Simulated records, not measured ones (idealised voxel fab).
Process module heading - voxel self aligned vias
The width of the displayed cross-section, cut, is 190 nm; its cells are square, with a size of 5 nm.
Each cross-section below is a grid of square cells, stated as bands in top-down order, with one or more rows of cells making up each band. Per band: top height and bottom height in nm, followed by the left-to-right materials and their widths in nm; "all across" marks a single material spanning edge to edge, "empty" marks empty space. Below 0: as-received wafer, all one material; heights counted from there. Lowest band: no bottom, goes on down, written "from 0 down". Width "30->40": first value at the band's top row of cells, second value at its bottom row, equal change from row to row. For the purposes of this document, the phrase "no change occurred" attached to a step denotes that no cell within the cross-section was modified by that step. The list in "Completely sealed voids" covers empty spaces of 8 cells or more that cannot reach the top through any open way, and it gives each as width x height at distance; the distance is from the left edge, and width, height and distance are in nm. Formally, on a step line, whatever follows the settings is a remark that the simulator itself makes on the step. Regarding "overlay nm": on a step with a mask, it is the distance the mask lay to the right of its planned place; a negative value places it to the left. Pairs, read this way: before one process step on the one hand, after it on the other, the after cross-section ending at the lowest band that changed; the step between, settings included, beneath. Same starting wafer throughout, but possibly different runs of this module, so no pair continues from the pair above unless its entry headed "Cross-section, before" says so.
CROSS-SECTION, BEFORE
from 65 to 50 = aC 25 nm; empty 30 nm; aC 25 nm; empty 30 nm; aC 25 nm; empty 30 nm; aC 25 nm
from 50 to 35 = lowk 25 nm; empty 30 nm; lowk 25 nm; empty 30 nm; lowk 25 nm; empty 30 nm; lowk 25 nm
from 35 to 25 = lowk 30 nm; SiN 5 nm; lowk 10 nm; SiN 5 nm; lowk 35 nm; SiN 5 nm; lowk 10 nm; SiN 5 nm; lowk 35 nm; SiN 5 nm; lowk 10 nm; SiN 5 nm; lowk 30 nm
from 25 to 20 = lowk 30 nm; TiN 5 nm; lowk 10 nm; TiN 5 nm; lowk 35 nm; TiN 5 nm; lowk 10 nm; TiN 5 nm; lowk 35 nm; TiN 5 nm; lowk 10 nm; TiN 5 nm; lowk 30 nm
from 20 to 15 = lowk 30 nm; TiN 20 nm; lowk 35 nm; TiN 20 nm; lowk 35 nm; TiN 20 nm; lowk 30 nm
from 15 to 10 = SiCN all across
from 10 to 0 = SiO2 all across
from 0 down = Si all across
Completely sealed voids: none
CUT VIEW, POST-STEP
from 65 to 50 = aC 25 nm; empty 30 nm; aC 25 nm; empty 30 nm; aC 25 nm; empty 30 nm; aC 25 nm
from 50 to 35 = lowk 25 nm; empty 30 nm; lowk 25 nm; empty 30 nm; lowk 25 nm; empty 30 nm; lowk 25 nm
from 35 to 25 = lowk 30 nm; empty 5 nm; lowk 10 nm; empty 5 nm; lowk 35 nm; empty 5 nm; lowk 10 nm; empty 5 nm; lowk 35 nm; empty 5 nm; lowk 10 nm; empty 5 nm; lowk 30 nm
Lower than 25, everything is as it was.
Completely sealed voids: none
The transition between the preceding cross-sections is accomplished by DIRECTIONAL_ETCH | etch materials SiN | depth nm 10
Cross-section, before: just use the after drawing of the pair above as your starting point.
CUT VIEW, POST-STEP
from 50 to 35 = lowk 25 nm; empty 30 nm; lowk 25 nm; empty 30 nm; lowk 25 nm; empty 30 nm; lowk 25 nm
Lower than 35, everything is as it was.
Completely sealed voids: none
The transition between the preceding cross-sections is accomplished by STRIP | etch materials aC
Cross-section, before: just use the after drawing of the pair above as your starting point.
CUT VIEW, POST-STEP
from 55 to 50 = TiN 30 nm; empty 20 nm; TiN 35 nm; empty 20 nm; TiN 35 nm; empty 20 nm; TiN 30 nm
from 50 to 40 = lowk 25 nm; TiN 5 nm; empty 20 nm; TiN 5 nm; lowk 25 nm; TiN 5 nm; empty 20 nm; TiN 5 nm; lowk 25 nm; TiN 5 nm; empty 20 nm; TiN 5 nm; lowk 25 nm
from 40 to 35 = lowk 25 nm; TiN 30 nm; lowk 25 nm; TiN 30 nm; lowk 25 nm; TiN 30 nm; lowk 25 nm
from 35 to 20 = lowk 30 nm; TiN 5 nm; lowk 10 nm; TiN 5 nm; lowk 35 nm; TiN 5 nm; lowk 10 nm; TiN 5 nm; lowk 35 nm; TiN 5 nm; lowk 10 nm; TiN 5 nm; lowk 30 nm
Lower than 20, everything is as it was.
Completely sealed voids: none
The transition between the preceding cross-sections is accomplished by CONFORMAL_DEP | material TiN | thk nm 5
Cross-section, before: just use the after drawing of the pair above as your starting point.
CUT VIEW, POST-STEP
from 65 to 55 = W all across
from 55 to 50 = TiN 30 nm; W 20 nm; TiN 35 nm; W 20 nm; TiN 35 nm; W 20 nm; TiN 30 nm
from 50 to 40 = lowk 25 nm; TiN 5 nm; W 20 nm; TiN 5 nm; lowk 25 nm; TiN 5 nm; W 20 nm; TiN 5 nm; lowk 25 nm; TiN 5 nm; W 20 nm; TiN 5 nm; lowk 25 nm
Lower than 40, everything is as it was.
Completely sealed voids: none
The transition between the preceding cross-sections is accomplished by FILL_DEP | material W | thk nm 10
Cross-section, before: just use the after drawing of the pair above as your starting point.
CUT VIEW, POST-STEP
from 50 to 40 = lowk 25 nm; TiN 5 nm; W 20 nm; TiN 5 nm; lowk 25 nm; TiN 5 nm; W 20 nm; TiN 5 nm; lowk 25 nm; TiN 5 nm; W 20 nm; TiN 5 nm; lowk 25 nm
Lower than 40, everything is as it was.
Completely sealed voids: none
The transition between the preceding cross-sections is accomplished by CMP | height nm 50
Cross-section, before: just use the after drawing of the pair above as your starting point.
CUT VIEW, POST-STEP
from 55 to 50 = SiCN all across
Lower than 50, everything is as it was.
Completely sealed voids: none
The transition between the preceding cross-sections is accomplished by CONFORMAL_DEP | material SiCN | thk nm 5
CROSS-SECTION, BEFORE
from 35 to 15 = lowk all across
from 15 to 10 = SiCN all across
from 10 to 0 = SiO2 all across
from 0 down = Si all across
Completely sealed voids: none
CUT VIEW, POST-STEP
from 55 to 35 = empty 30 nm; resist 20 nm; empty 35 nm; resist 20 nm; empty 35 nm; resist 20 nm; empty 30 nm
Lower than 35, everything is as it was.
Completely sealed voids: none
The transition between the preceding cross-sections is accomplished by PATTERN | tone cover | mask id LINES | material resist | width nm 20 | pitch nm 55 | thk nm 20 | overlay nm 0
Cross-section, before: just use the after drawing of the pair above as your starting point.
CUT VIEW, POST-STEP
from 55 to 35 = empty 30 nm; resist 20 nm; empty 35 nm; resist 20 nm; empty 35 nm; resist 20 nm; empty 30 nm
from 35 to 15 = empty 30 nm; lowk 20 nm; empty 35 nm; lowk 20 nm; empty 35 nm; lowk 20 nm; empty 30 nm
Lower than 15, everything is as it was.
Completely sealed voids: none
The transition between the preceding cross-sections is accomplished by DIRECTIONAL_ETCH | etch materials lowk | depth nm 20
Cross-section, before: just use the after drawing of the pair above as your starting point.
CUT VIEW, POST-STEP
from 35 to 15 = empty 30 nm; lowk 20 nm; empty 35 nm; lowk 20 nm; empty 35 nm; lowk 20 nm; empty 30 nm
Lower than 15, everything is as it was.
Completely sealed voids: none
The transition between the preceding cross-sections is accomplished by STRIP | etch materials resist
Cross-section, before: just use the after drawing of the pair above as your starting point.
CUT VIEW, POST-STEP
from 40 to 35 = empty 25 nm; TiN 30 nm; empty 25 nm; TiN 30 nm; empty 25 nm; TiN 30 nm; empty 25 nm
from 35 to 20 = empty 25 nm; TiN 5 nm; lowk 20 nm; TiN 5 nm; empty 25 nm; TiN 5 nm; lowk 20 nm; TiN 5 nm; empty 25 nm; TiN 5 nm; lowk 20 nm; TiN 5 nm; empty 25 nm
from 20 to 15 = TiN 30 nm; lowk 20 nm; TiN 35 nm; lowk 20 nm; TiN 35 nm; lowk 20 nm; TiN 30 nm
Lower than 15, everything is as it was.
Completely sealed voids: none
The transition between the preceding cross-sections is accomplished by CONFORMAL_DEP | material TiN | thk nm 5
Cross-section, before: just use the after drawing of the pair above as your starting point.
CUT VIEW, POST-STEP
from 50 to 40 = W all across
from 40 to 35 = W 25 nm; TiN 30 nm; W 25 nm; TiN 30 nm; W 25 nm; TiN 30 nm; W 25 nm
from 35 to 20 = W 25 nm; TiN 5 nm; lowk 20 nm; TiN 5 nm; W 25 nm; TiN 5 nm; lowk 20 nm; TiN 5 nm; W 25 nm; TiN 5 nm; lowk 20 nm; TiN 5 nm; W 25 nm
Lower than 20, everything is as it was.
Completely sealed voids: none
The transition between the preceding cross-sections is accomplished by FILL_DEP | material W | thk nm 10
Cross-section, before: just use the after drawing of the pair above as your starting point.
CUT VIEW, POST-STEP
from 35 to 20 = W 25 nm; TiN 5 nm; lowk 20 nm; TiN 5 nm; W 25 nm; TiN 5 nm; lowk 20 nm; TiN 5 nm; W 25 nm; TiN 5 nm; lowk 20 nm; TiN 5 nm; W 25 nm
Lower than 20, everything is as it was.
Completely sealed voids: none
The transition between the preceding cross-sections is accomplished by CMP | height nm 35
Cross-section, before: just use the after drawing of the pair above as your starting point.
CUT VIEW, POST-STEP
from 35 to 25 = empty 30 nm; lowk 20 nm; empty 35 nm; lowk 20 nm; empty 35 nm; lowk 20 nm; empty 30 nm
Lower than 25, everything is as it was.
Completely sealed voids: none
The transition between the preceding cross-sections is accomplished by SELECTIVE_ETCH | etch materials W Ru TiN | depth nm 10
Cross-section, before: just use the after drawing of the pair above as your starting point.
CUT VIEW, POST-STEP
from 45 to 35 = SiN all across
from 35 to 25 = SiN 30 nm; lowk 20 nm; SiN 35 nm; lowk 20 nm; SiN 35 nm; lowk 20 nm; SiN 30 nm
Lower than 25, everything is as it was.
Completely sealed voids: none
The transition between the preceding cross-sections is accomplished by FILL_DEP | material SiN | thk nm 10
Cross-section, before: just use the after drawing of the pair above as your starting point.
CUT VIEW, POST-STEP
from 35 to 25 = SiN 30 nm; lowk 20 nm; SiN 35 nm; lowk 20 nm; SiN 35 nm; lowk 20 nm; SiN 30 nm
Lower than 25, everything is as it was.
Completely sealed voids: none
The transition between the preceding cross-sections is accomplished by CMP | height nm 35
Cross-section, before: just use the after drawing of the pair above as your starting point.
CUT VIEW, POST-STEP
from 50 to 35 = lowk all across
Lower than 35, everything is as it was.
Completely sealed voids: none
The transition between the preceding cross-sections is accomplished by DIRECTIONAL_DEP | material lowk | thk nm 15
Cross-section, before: just use the after drawing of the pair above as your starting point.
CUT VIEW, POST-STEP
from 65 to 50 = aC all across
Lower than 50, everything is as it was.
Completely sealed voids: none
The transition between the preceding cross-sections is accomplished by DIRECTIONAL_DEP | material aC | thk nm 15
Cross-section, before: just use the after drawing of the pair above as your starting point.
CUT VIEW, POST-STEP
from 95 to 65 = resist 25 nm; empty 30 nm; resist 25 nm; empty 30 nm; resist 25 nm; empty 30 nm; resist 25 nm
Lower than 65, everything is as it was.
Completely sealed voids: none
The transition between the preceding cross-sections is accomplished by PATTERN | tone open | mask id VIAS | material resist | width nm 30 | pitch nm 55 | thk nm 30 | overlay nm 0
Cross-section, before: just use the after drawing of the pair above as your starting point.
CUT VIEW, POST-STEP
from 80 to 65 = resist 25 nm; empty 30 nm; resist 25 nm; empty 30 nm; resist 25 nm; empty 30 nm; resist 25 nm
from 65 to 50 = aC 25 nm; empty 30 nm; aC 25 nm; empty 30 nm; aC 25 nm; empty 30 nm; aC 25 nm
Lower than 50, everything is as it was.
Completely sealed voids: none
The transition between the preceding cross-sections is accomplished by DIRECTIONAL_ETCH | etch materials aC | depth nm 15
Cross-section, before: just use the after drawing of the pair above as your starting point.
CUT VIEW, POST-STEP
from 65 to 50 = aC 25 nm; empty 30 nm; aC 25 nm; empty 30 nm; aC 25 nm; empty 30 nm; aC 25 nm
Lower than 50, everything is as it was.
Completely sealed voids: none
The transition between the preceding cross-sections is accomplished by STRIP | etch materials resist
Cross-section, before: just use the after drawing of the pair above as your starting point.
CUT VIEW, POST-STEP
from 65 to 50 = aC 25 nm; empty 30 nm; aC 25 nm; empty 30 nm; aC 25 nm; empty 30 nm; aC 25 nm
from 50 to 35 = lowk 25 nm; empty 30 nm; lowk 25 nm; empty 30 nm; lowk 25 nm; empty 30 nm; lowk 25 nm
Lower than 35, everything is as it was.
Completely sealed voids: none
The transition between the preceding cross-sections is accomplished by DIRECTIONAL_ETCH | etch materials lowk | depth nm 15
Cross-section, before: just use the after drawing of the pair above as your starting point.
CUT VIEW, POST-STEP
from 65 to 50 = aC 25 nm; empty 30 nm; aC 25 nm; empty 30 nm; aC 25 nm; empty 30 nm; aC 25 nm
from 50 to 35 = lowk 25 nm; empty 30 nm; lowk 25 nm; empty 30 nm; lowk 25 nm; empty 30 nm; lowk 25 nm
from 35 to 25 = SiN 25 nm; empty 5 nm; lowk 20 nm; empty 5 nm; SiN 25 nm; empty 5 nm; lowk 20 nm; empty 5 nm; SiN 25 nm; empty 5 nm; lowk 20 nm; empty 5 nm; SiN 25 nm
Lower than 25, everything is as it was.
Completely sealed voids: none
The transition between the preceding cross-sections is accomplished by DIRECTIONAL_ETCH | etch materials SiN | depth nm 10
Cross-section, before: just use the after drawing of the pair above as your starting point.
CUT VIEW, POST-STEP
from 50 to 35 = lowk 25 nm; empty 30 nm; lowk 25 nm; empty 30 nm; lowk 25 nm; empty 30 nm; lowk 25 nm
Lower than 35, everything is as it was.
Completely sealed voids: none
The transition between the preceding cross-sections is accomplished by STRIP | etch materials aC
Cross-section, before: just use the after drawing of the pair above as your starting point.
CUT VIEW, POST-STEP
from 55 to 50 = TiN 30 nm; empty 20 nm; TiN 35 nm; empty 20 nm; TiN 35 nm; empty 20 nm; TiN 30 nm
from 50 to 40 = lowk 25 nm; TiN 5 nm; empty 20 nm; TiN 5 nm; lowk 25 nm; TiN 5 nm; empty 20 nm; TiN 5 nm; lowk 25 nm; TiN 5 nm; empty 20 nm; TiN 5 nm; lowk 25 nm
from 40 to 35 = lowk 25 nm; TiN 30 nm; lowk 25 nm; TiN 30 nm; lowk 25 nm; TiN 30 nm; lowk 25 nm
from 35 to 25 = SiN 25 nm; TiN 5 nm; lowk 20 nm; TiN 5 nm; SiN 25 nm; TiN 5 nm; lowk 20 nm; TiN 5 nm; SiN 25 nm; TiN 5 nm; lowk 20 nm; TiN 5 nm; SiN 25 nm
Lower than 25, everything is as it was.
Completely sealed voids: none
The transition between the preceding cross-sections is accomplished by CONFORMAL_DEP | material TiN | thk nm 5
Cross-section, before: just use the after drawing of the pair above as your starting point.
CUT VIEW, POST-STEP
from 65 to 55 = W all across
from 55 to 50 = TiN 30 nm; W 20 nm; TiN 35 nm; W 20 nm; TiN 35 nm; W 20 nm; TiN 30 nm
from 50 to 40 = lowk 25 nm; TiN 5 nm; W 20 nm; TiN 5 nm; lowk 25 nm; TiN 5 nm; W 20 nm; TiN 5 nm; lowk 25 nm; TiN 5 nm; W 20 nm; TiN 5 nm; lowk 25 nm
Lower than 40, everything is as it was.
Completely sealed voids: none
The transition between the preceding cross-sections is accomplished by FILL_DEP | material W | thk nm 10
Cross-section, before: just use the after drawing of the pair above as your starting point.
CUT VIEW, POST-STEP
from 50 to 40 = lowk 25 nm; TiN 5 nm; W 20 nm; TiN 5 nm; lowk 25 nm; TiN 5 nm; W 20 nm; TiN 5 nm; lowk 25 nm; TiN 5 nm; W 20 nm; TiN 5 nm; lowk 25 nm
Lower than 40, everything is as it was.
Completely sealed voids: none
The transition between the preceding cross-sections is accomplished by CMP | height nm 50
Cross-section, before: just use the after drawing of the pair above as your starting point.
CUT VIEW, POST-STEP
from 55 to 50 = SiCN all across
Lower than 50, everything is as it was.
Completely sealed voids: none
The transition between the preceding cross-sections is accomplished by CONFORMAL_DEP | material SiCN | thk nm 5
